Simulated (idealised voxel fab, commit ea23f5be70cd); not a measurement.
process module | voxel released beams
cross-section cut | 140 nm wide | cells 5 nm
A cross-section is a grid of square cells, given in bands from the top down. A band is one or more rows of cells.
Each band's line starts with the height of the band's top and of its bottom, in nm. Then come its materials from left to right, each with its width in nm. One material with "throughout" fills the band from edge to edge. "air" is empty space.
Height 0 is the level under which the wafer as received is all one material. The lowest band goes on downwards, as in "0 down".
A width such as "30 to 40" changes by the same amount from each row of cells to the next, from the band's top row to its bottom row.
"no change" after a step means that no cell of the cross-section changed.
closed voids: empty space of 8 cells or more with no open way to the top, each as width x height at its distance from the left edge, in nm
after a step's settings: what the simulator itself notes on the step
overlay nm, on a step with a mask: how far to the right of its planned place the mask lay; to the left if negative
Each pair below shows a cross-section before one step and the cross-section after it, down to the lowest band that changed. The line under each pair gives the step between them, with its settings. The pairs can come from different runs of this module on the same starting wafer, so a pair continues from the pair above only where its "before" says so.
before
  0 down: Si throughout
  closed voids: none
after
  5 to 0: Al2O3 throughout
  below 0: unchanged
  closed voids: none
the step between: op CONFORMAL_DEP | material Al2O3 | thk nm 5
before: the cross-section after the pair above
after
  20 to 5: SiO2 throughout
  below 5: unchanged
  closed voids: none
the step between: op DIRECTIONAL_DEP | material SiO2 | thk nm 15
before: the cross-section after the pair above
after
  35 to 20: resist 30 | air 30 | resist 80
  below 20: unchanged
  closed voids: none
the step between: op PATTERN | tone open | mask id ANCHOR | material resist | width nm 30 | thk nm 15 | overlay nm 0
before: the cross-section after the pair above
after
  35 to 20: resist 30 | air 30 | resist 80
  20 to 5: SiO2 30 | air 30 | SiO2 80
  below 5: unchanged
  closed voids: none
the step between: op DIRECTIONAL_ETCH | etch materials SiO2 | depth nm 15
before: the cross-section after the pair above
after
  20 to 5: SiO2 30 | air 30 | SiO2 80
  below 5: unchanged
  closed voids: none
the step between: op STRIP | etch materials resist
before: the cross-section after the pair above
after
  30 to 20: W 40 | air 10 | W 90
  20 to 15: SiO2 30 | W 10 | air 10 | W 10 | SiO2 80
  15 to 5: SiO2 30 | W 30 | SiO2 80
  below 5: unchanged
  closed voids: none
the step between: op CONFORMAL_DEP | material W | thk nm 10
before: the cross-section after the pair above
after
  30 to 20: air 25 | W 15 | air 10 | W 60 | air 30
  below 20: unchanged
  closed voids: none
the step between: op MASKED_ETCH | tone cover | mask id BEAM | width nm 85 | etch materials W | depth nm 10 | overlay nm 0
before: the cross-section after the pair above
after
  30 to 20: air 25 | W 15 | air 10 | W 60 | air 30
  20 to 15: air 30 | W 10 | air 10 | W 10 | air 80
  15 to 5: air 30 | W 30 | air 80
  below 5: unchanged
  closed voids: none
the step between: op STRIP | etch materials SiO2
before
  0 down: Si throughout
  closed voids: none
after
  15 to 0: SiO2 throughout
  below 0: unchanged
  closed voids: none
the step between: op DIRECTIONAL_DEP | material SiO2 | thk nm 15
before: the cross-section after the pair above
after
  30 to 15: resist 30 | air 30 | resist 80
  below 15: unchanged
  closed voids: none
the step between: op PATTERN | tone open | mask id ANCHOR | material resist | width nm 30 | thk nm 15 | overlay nm 0
before: the cross-section after the pair above
after
  30 to 15: resist 30 | air 30 | resist 80
  15 to 0: SiO2 30 | air 30 | SiO2 80
  below 0: unchanged
  closed voids: none
the step between: op DIRECTIONAL_ETCH | etch materials SiO2 | depth nm 15
before: the cross-section after the pair above
after
  15 to 0: SiO2 30 | air 30 | SiO2 80
  below 0: unchanged
  closed voids: none
the step between: op STRIP | etch materials resist
before: the cross-section after the pair above
after
  25 to 15: W 40 | air 10 | W 90
  15 to 10: SiO2 30 | W 10 | air 10 | W 10 | SiO2 80
  10 to 0: SiO2 30 | W 30 | SiO2 80
  below 0: unchanged
  closed voids: none
the step between: op CONFORMAL_DEP | material W | thk nm 10
before: the cross-section after the pair above
after
  25 to 15: air 25 | W 15 | air 10 | W 60 | air 30
  below 15: unchanged
  closed voids: none
the step between: op MASKED_ETCH | tone cover | mask id BEAM | width nm 85 | etch materials W | depth nm 10 | overlay nm 0
before: the cross-section after the pair above
after
  25 to 15: air 25 | W 15 | air 10 | W 60 | air 30
  15 to 10: air 30 | W 10 | air 10 | W 10 | air 80
  10 to 0: air 30 | W 30 | air 80
  below 0: unchanged
  closed voids: none
the step between: op STRIP | etch materials SiO2
before
  15 to 0: SiO2 throughout
  0 down: Si throughout
  closed voids: none
after
  20 to 15: Al2O3 throughout
  below 15: unchanged
  closed voids: none
the step between: op CONFORMAL_DEP | material Al2O3 | thk nm 5
before: the cross-section after the pair above
after
  35 to 20: resist 30 | air 30 | resist 80
  below 20: unchanged
  closed voids: none
the step between: op PATTERN | tone open | mask id ANCHOR | material resist | width nm 30 | thk nm 15 | overlay nm 0
before: the cross-section after the pair above
after
  20 to 15: Al2O3 throughout
  below 15: unchanged
  closed voids: none
the step between: op STRIP | etch materials resist
before: the cross-section after the pair above
after
  30 to 20: W throughout
  below 20: unchanged
  closed voids: none
the step between: op CONFORMAL_DEP | material W | thk nm 10
before: the cross-section after the pair above
after
  30 to 20: air 25 | W 85 | air 30
  below 20: unchanged
  closed voids: none
the step between: op MASKED_ETCH | tone cover | mask id BEAM | width nm 85 | etch materials W | depth nm 10 | overlay nm 0
before
  5 to 0: Al2O3 throughout
  0 down: Si throughout
  closed voids: none
after
  15 to 5: SiO2 throughout
  below 5: unchanged
  closed voids: none
the step between: op DIRECTIONAL_DEP | material SiO2 | thk nm 10
before: the cross-section after the pair above
after
  30 to 15: resist 30 | air 30 | resist 80
  below 15: unchanged
  closed voids: none
the step between: op PATTERN | tone open | mask id ANCHOR | material resist | width nm 30 | thk nm 15 | overlay nm 0
before: the cross-section after the pair above
after
  30 to 15: resist 30 | air 30 | resist 80
  15 to 5: SiO2 30 | air 30 | SiO2 80
  below 5: unchanged
  closed voids: none
the step between: op DIRECTIONAL_ETCH | etch materials SiO2 | depth nm 15
before: the cross-section after the pair above
after
  15 to 5: SiO2 30 | air 30 | SiO2 80
  below 5: unchanged
  closed voids: none
the step between: op STRIP | etch materials resist
before: the cross-section after the pair above
after
  25 to 15: W 40 | air 10 | W 90
  15 to 5: SiO2 30 | W 30 | SiO2 80
  below 5: unchanged
  closed voids: none
the step between: op CONFORMAL_DEP | material W | thk nm 10
before: the cross-section after the pair above
after
  25 to 15: air 25 | W 15 | air 10 | W 60 | air 30
  below 15: unchanged
  closed voids: none
the step between: op MASKED_ETCH | tone cover | mask id BEAM | width nm 85 | etch materials W | depth nm 10 | overlay nm 0
before: the cross-section after the pair above
after
  25 to 15: air 25 | W 15 | air 10 | W 60 | air 30
  15 to 5: air 30 | W 30 | air 80
  below 5: unchanged
  closed voids: none
the step between: op STRIP | etch materials SiO2
before
  30 to 20: W 40 | air 10 | W 90
  20 to 15: SiO2 30 | W 10 | air 10 | W 10 | SiO2 80
  15 to 5: SiO2 30 | W 30 | SiO2 80
  5 to 0: Al2O3 throughout
  0 down: Si throughout
  closed voids: none
after
  30 to 20: air 30 | W 10 | air 10 | W 55 | air 35
  below 20: unchanged
  closed voids: none
the step between: op MASKED_ETCH | tone cover | mask id BEAM | width nm 75 | etch materials W | depth nm 10 | overlay nm 0
before: the cross-section after the pair above
after
  30 to 20: air 30 | W 10 | air 10 | W 55 | air 35
  20 to 15: air 30 | W 10 | air 10 | W 10 | air 80
  15 to 5: air 30 | W 30 | air 80
  below 5: unchanged
  closed voids: none
the step between: op STRIP | etch materials SiO2
before
  20 to 5: SiO2 throughout
  5 to 0: Al2O3 throughout
  0 down: Si throughout
  closed voids: none
after
  35 to 20: resist 25 | air 30 | resist 85
  below 20: unchanged
  closed voids: none
the step between: op PATTERN | tone open | mask id ANCHOR | material resist | width nm 30 | thk nm 15 | overlay nm -5
before: the cross-section after the pair above
after
  35 to 20: resist 25 | air 30 | resist 85
  20 to 5: SiO2 25 | air 30 | SiO2 85
  below 5: unchanged
  closed voids: none
the step between: op DIRECTIONAL_ETCH | etch materials SiO2 | depth nm 15
before: the cross-section after the pair above
after
  20 to 5: SiO2 25 | air 30 | SiO2 85
  below 5: unchanged
  closed voids: none
the step between: op STRIP | etch materials resist
before: the cross-section after the pair above
after
  30 to 20: W 35 | air 10 | W 95
  20 to 15: SiO2 25 | W 10 | air 10 | W 10 | SiO2 85
  15 to 5: SiO2 25 | W 30 | SiO2 85
  below 5: unchanged
  closed voids: none
the step between: op CONFORMAL_DEP | material W | thk nm 10
before: the cross-section after the pair above
after
  30 to 20: air 25 | W 10 | air 10 | W 65 | air 30
  below 20: unchanged
  closed voids: none
the step between: op MASKED_ETCH | tone cover | mask id BEAM | width nm 85 | etch materials W | depth nm 10 | overlay nm 0
before: the cross-section after the pair above
after
  30 to 20: air 25 | W 10 | air 10 | W 65 | air 30
  20 to 15: air 25 | W 10 | air 10 | W 10 | air 85
  15 to 5: air 25 | W 30 | air 85
  below 5: unchanged
  closed voids: none
the step between: op STRIP | etch materials SiO2
before
  0 down: Si throughout
  closed voids: none
after
  5 to 0: SiO2 throughout
  below 0: unchanged
  closed voids: none
the step between: op CONFORMAL_DEP | material SiO2 | thk nm 5
before: the cross-section after the pair above
after
  20 to 0: SiO2 throughout
  below 0: unchanged
  closed voids: none
the step between: op DIRECTIONAL_DEP | material SiO2 | thk nm 15
before: the cross-section after the pair above
after
  35 to 20: resist 30 | air 30 | resist 80
  below 20: unchanged
  closed voids: none
the step between: op PATTERN | tone open | mask id ANCHOR | material resist | width nm 30 | thk nm 15 | overlay nm 0
before: the cross-section after the pair above
after
  35 to 20: resist 30 | air 30 | resist 80
  20 to 5: SiO2 30 | air 30 | SiO2 80
  below 5: unchanged
  closed voids: none
the step between: op DIRECTIONAL_ETCH | etch materials SiO2 | depth nm 15
before: the cross-section after the pair above
after
  20 to 5: SiO2 30 | air 30 | SiO2 80
  below 5: unchanged
  closed voids: none
the step between: op STRIP | etch materials resist
before: the cross-section after the pair above
after
  30 to 20: W 40 | air 10 | W 90
  20 to 15: SiO2 30 | W 10 | air 10 | W 10 | SiO2 80
  15 to 5: SiO2 30 | W 30 | SiO2 80
  below 5: unchanged
  closed voids: none
the step between: op CONFORMAL_DEP | material W | thk nm 10
before: the cross-section after the pair above
after
  30 to 20: air 25 | W 15 | air 10 | W 60 | air 30
  below 20: unchanged
  closed voids: none
the step between: op MASKED_ETCH | tone cover | mask id BEAM | width nm 85 | etch materials W | depth nm 10 | overlay nm 0
before: the cross-section after the pair above
after
  0 down: Si throughout
  closed voids: none
the step between: op STRIP | etch materials SiO2
before
  20 to 5: SiO2 throughout
  5 to 0: Al2O3 throughout
  0 down: Si throughout
  closed voids: none
after
  35 to 20: air 30 | resist 30 | air 80
  below 20: unchanged
  closed voids: none
the step between: op PATTERN | tone cover | mask id ANCHOR | material resist | width nm 30 | thk nm 15 | overlay nm 0
before: the cross-section after the pair above
after
  35 to 20: air 30 | resist 30 | air 80
  20 to 5: air 30 | SiO2 30 | air 80
  below 5: unchanged
  closed voids: none
the step between: op DIRECTIONAL_ETCH | etch materials SiO2 | depth nm 15
before: the cross-section after the pair above
after
  20 to 5: air 30 | SiO2 30 | air 80
  below 5: unchanged
  closed voids: none
the step between: op STRIP | etch materials resist
before: the cross-section after the pair above
after
  30 to 20: air 20 | W 50 | air 70
  20 to 15: air 20 | W 10 | SiO2 30 | W 10 | air 70
  15 to 5: W 30 | SiO2 30 | W 80
  below 5: unchanged
  closed voids: none
the step between: op CONFORMAL_DEP | material W | thk nm 10
before: the cross-section after the pair above
after
  30 to 20: air 25 | W 45 | air 70
  20 to 15: air 20 | W 10 | SiO2 30 | W 10 | air 70
  15 to 5: air 20 | W 10 | SiO2 30 | W 50 | air 30
  below 5: unchanged
  closed voids: none
the step between: op MASKED_ETCH | tone cover | mask id BEAM | width nm 85 | etch materials W | depth nm 10 | overlay nm 0
